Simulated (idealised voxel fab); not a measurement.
process module | voxel released beams
cross-section cut | 190 nm wide | cells 5 nm
A cross-section is a grid of square cells, given in bands from the top down. A band is one or more rows of cells.
Each band's line starts with the height of the band's top and of its bottom, in nm. Then come its materials from left to right, each with its width in nm. One material with "throughout" fills the band from edge to edge. "air" is empty space.
Height 0 is the level under which the wafer as received is all one material. The lowest band goes on downwards, as in "0 down".
A width such as "30 to 40" changes by the same amount from each row of cells to the next, from the band's top row to its bottom row.
"no change" after a step means that no cell of the cross-section changed.
closed voids: empty space of 8 cells or more with no open way to the top, each as width x height at its distance from the left edge, in nm
after a step's settings: what the simulator itself notes on the step
overlay nm, on a step with a mask: how far to the right of its planned place the mask lay; to the left if negative
plan
1 op RECEIVE | material Si
2 op CONFORMAL_DEP | material Al2O3 | thk nm 5
3 op DIRECTIONAL_DEP | material SiO2 | thk nm 20
4 op MASKED_ETCH | tone open | mask id ANCHOR | width nm 35 | etch materials SiO2 | depth nm 20 | overlay nm 0
5 op CONFORMAL_DEP | material W | thk nm 15
6 op DIRECTIONAL_DEP | material aC | thk nm 10
7 op PATTERN | tone cover | mask id BEAM | material resist | width nm 115 | thk nm 25 | overlay nm 0
8 op DIRECTIONAL_ETCH | etch materials aC | depth nm 10
9 op STRIP | etch materials resist
10 op DIRECTIONAL_ETCH | etch materials W | depth nm 15
11 op STRIP | etch materials aC
12 op STRIP | etch materials SiO2
as received, after step 1
  0 down: Si throughout
  closed voids: none
first wafer at the end, as planned
  40 to 25: air 35 | W 20 | air 5 | W 90 | air 40
  25 to 20: air 40 | W 15 | air 5 | W 15 | air 115
  20 to 5: air 40 | W 35 | air 115
  5 to 0: Al2O3 throughout
  0 down: Si throughout
  closed voids: none
second wafer at the end: like start, like plan, one mistake
  40 to 25: air 35 | W 20 | air 5 | W 95 | air 35
  25 to 20: air 40 | W 15 | air 5 | W 15 | air 115
  20 to 5: air 40 | W 35 | air 115
  5 to 0: Al2O3 throughout
  0 down: Si throughout
  closed voids: none
what went wrong: step 7 ran as: op PATTERN | tone cover | mask id BEAM | material resist | width nm 120 | thk nm 25 | overlay nm 0
at the end the second wafer has, in cells: 3 more of W
